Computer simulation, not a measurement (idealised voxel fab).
Proc. module: voxel wiring stack
We display cut, a cross-section 260 nm in width whose square cells are each 5 nm.
Heads up, the way a cross-section reads in here is a grid of square cells, handed over as bands from the top down, with every band being one or more rows of cells. The entry gives the band's vertical extent as a top height and a bottom height in nm, then its horizontal make-up as materials from left to right, each with a width in nm. "air" stands for empty space; a single material marked "everywhere" fills the band edge to edge. Height datum 0, below which the as-received substrate wafer is one material. Lowest band open at the bottom, running downward: "from 0 down". The notation "30 to 40" denotes a width that varies across the rows of cells in the band, beginning at the first number in the top row, finishing at the second number in the bottom row, and changing by an identical amount from each row to the next. "no alterations made" for a step: no cell of the cross-section changed in that step. Enclosed voids (no open way to top), threshold 8 cells or more, entry "Voids lacking openings", notation width x height at distance, distance from left edge, nm. Anything after a step's settings on that line? It's the simulator's own note about the step. "overlay nm" denotes, for a step that has a mask, the displacement of the mask to the right of its planned place, with negative values corresponding to the left.

-- Process steps (planned)
1. op RECEIVE | material Si
2. op CONFORMAL_DEP | material SiO2 | thk nm 15
3. op CONFORMAL_DEP | material SiCN | thk nm 5
4. op DIRECTIONAL_DEP | material lowk | thk nm 15
5. op DIRECTIONAL_DEP | material aC | thk nm 10
6. op PATTERN | tone open | mask id METAL_1 | material resist | width nm 20 | pitch nm 40 | thk nm 25 | overlay nm 0
7. op DIRECTIONAL_ETCH | etch materials aC | depth nm 10
8. op STRIP | etch materials resist
9. op DIRECTIONAL_ETCH | etch materials lowk | depth nm 15
10. op DIRECTIONAL_ETCH | etch materials SiCN | depth nm 5
11. op STRIP | etch materials aC
12. op CONFORMAL_DEP | material TiN | thk nm 5
13. op FILL_DEP | material Cu | thk nm 5
14. op CMP | height nm 35
15. op EPI | material Ru | thk nm 5
16. op FILL_DEP | material SiCN | thk nm 5
17. op DIRECTIONAL_DEP | material SiO2 | thk nm 15
18. op DIRECTIONAL_DEP | material aC | thk nm 15
19. op PATTERN | tone open | mask id PLUG_1 | material resist | width nm 15 | pitch nm 40 | thk nm 30 | overlay nm 0
20. op DIRECTIONAL_ETCH | etch materials aC | depth nm 15
21. op STRIP | etch materials resist
22. op DIRECTIONAL_ETCH | etch materials SiO2 | depth nm 15
23. op DIRECTIONAL_ETCH | etch materials SiCN | depth nm 5
24. op STRIP | etch materials aC
25. op EPI | material Ru | thk nm 10
26. op EPI | material Ru | thk nm 10
27. op CONFORMAL_DEP | material SiCN | thk nm 5
28. op DIRECTIONAL_DEP | material lowk | thk nm 20
29. op PATTERN | tone open | mask id METAL_2 | material resist | width nm 20 | pitch nm 40 | thk nm 15 | overlay nm 0
30. op DIRECTIONAL_ETCH | etch materials lowk | depth nm 20
31. op DIRECTIONAL_ETCH | etch materials SiCN | depth nm 5
32. op STRIP | etch materials resist
33. op CONFORMAL_DEP | material TiN | thk nm 5
34. op FILL_DEP | material W | thk nm 5
35. op CMP | height nm 85
36. op CONFORMAL_DEP | material SiCN | thk nm 5
37. op DIRECTIONAL_DEP | material lowk | thk nm 30
38. op MASKED_ETCH | tone open | mask id METAL_3 | width nm 20 | pitch nm 40 | etch materials lowk | depth nm 15 | overlay nm 0
39. op MASKED_ETCH | tone open | mask id METAL_3_HOLES | width nm 15 | pitch nm 40 | etch materials lowk | depth nm 15 | overlay nm 0
40. op MASKED_ETCH | tone open | mask id METAL_3_HOLES | width nm 15 | pitch nm 40 | etch materials SiCN | depth nm 5 | overlay nm 0
41. op CONFORMAL_DEP | material TiN | thk nm 5
42. op FILL_DEP | material Cu | thk nm 5
43. op CMP | height nm 120
44. op CONFORMAL_DEP | material SiCN | thk nm 5
45. op DIRECTIONAL_DEP | material SiO2 | thk nm 20
46. op MASKED_ETCH | tone open | mask id PLUG_3 | width nm 15 | pitch nm 40 | etch materials SiO2 | depth nm 20 | overlay nm 0
47. op MASKED_ETCH | tone open | mask id PLUG_3 | width nm 15 | pitch nm 40 | etch materials SiCN | depth nm 5 | overlay nm 0
48. op EPI | material Ru | thk nm 10
49. op EPI | material Ru | thk nm 10
50. op EPI | material Ru | thk nm 5
51. op DIRECTIONAL_DEP | material TiN | thk nm 5
52. op DIRECTIONAL_DEP | material W | thk nm 25
53. op MASKED_ETCH | tone cover | mask id METAL_4 | width nm 20 | pitch nm 40 | etch materials W | depth nm 25 | overlay nm 0
54. op MASKED_ETCH | tone cover | mask id METAL_4 | width nm 20 | pitch nm 40 | etch materials TiN | depth nm 5 | overlay nm 0
55. op CONFORMAL_DEP | material SiCN | thk nm 5
56. op FILL_DEP | material SiO2 | thk nm 5
57. op CMP | height nm 175
58. op CONFORMAL_DEP | material SiCN | thk nm 5

-- Cross-section of the incoming wafer, state after step 1
* from 0 down: Si everywhere
* Voids lacking openings: none

-- This is how the wafer looks in cross-section once the module is done, given the starting state and plan above and one mistake in carrying the plan out
* from 180 to 175: SiCN everywhere
* from 175 to 155: 80 of W  5 of SiCN  10 of SiO2  5 of SiCN  20 of W  5 of SiCN  10 of SiO2  5 of SiCN  20 of W  5 of SiCN  10 of SiO2  5 of SiCN  80 of W
* from 155 to 150: 80 of W  20 of SiCN  20 of W  20 of SiCN  20 of W  20 of SiCN  80 of W
* from 150 to 145: TiN everywhere
* from 145 to 125: 80 of SiO2  15 of Ru  25 of SiO2  15 of Ru  25 of SiO2  15 of Ru  85 of SiO2
* from 125 to 120: 80 of SiCN  15 of Ru  25 of SiCN  15 of Ru  25 of SiCN  15 of Ru  85 of SiCN
* from 120 to 110: 80 of lowk  5 of TiN  10 of Cu  5 of TiN  20 of lowk  5 of TiN  10 of Cu  5 of TiN  20 of lowk  5 of TiN  10 of Cu  5 of TiN  80 of lowk
* from 110 to 105: 80 of lowk  5 of TiN  5 of Cu  10 of TiN  20 of lowk  5 of TiN  5 of Cu  10 of TiN  20 of lowk  5 of TiN  5 of Cu  10 of TiN  80 of lowk
* from 105 to 90: 80 of lowk  5 of TiN  5 of Cu  5 of TiN  25 of lowk  5 of TiN  5 of Cu  5 of TiN  25 of lowk  5 of TiN  5 of Cu  5 of TiN  85 of lowk
* from 90 to 85: 80 of SiCN  15 of TiN  25 of SiCN  15 of TiN  25 of SiCN  15 of TiN  85 of SiCN
* from 85 to 65: 80 of lowk  5 of TiN  10 of W  5 of TiN  20 of lowk  5 of TiN  10 of W  5 of TiN  20 of lowk  5 of TiN  10 of W  5 of TiN  80 of lowk
* from 65 to 60: 80 of SiCN  20 of TiN  20 of SiCN  20 of TiN  20 of SiCN  20 of TiN  80 of SiCN
* from 60 to 45: 80 of SiO2  15 of Ru  25 of SiO2  15 of Ru  25 of SiO2  15 of Ru  85 of SiO2
* from 45 to 35: 80 to 75 of SiCN  15 to 30 of Ru  25 to 10 of SiCN  15 to 30 of Ru  25 to 10 of SiCN  15 to 30 of Ru  85 to 75 of SiCN
* from 35 to 20: 80 of lowk  5 of TiN  10 of Cu  5 of TiN  20 of lowk  5 of TiN  10 of Cu  5 of TiN  20 of lowk  5 of TiN  10 of Cu  5 of TiN  80 of lowk
* from 20 to 15: 80 of SiCN  20 of TiN  20 of SiCN  20 of TiN  20 of SiCN  20 of TiN  80 of SiCN
* from 15 to 0: SiO2 everywhere
* from 0 down: Si everywhere
* Voids lacking openings: none
The plan and the run diverged here: step 53 off recipe, ran as op MASKED_ETCH | tone open | mask id METAL_4 | width nm 20 | pitch nm 40 | etch materials W | depth nm 25 | overlay nm 0
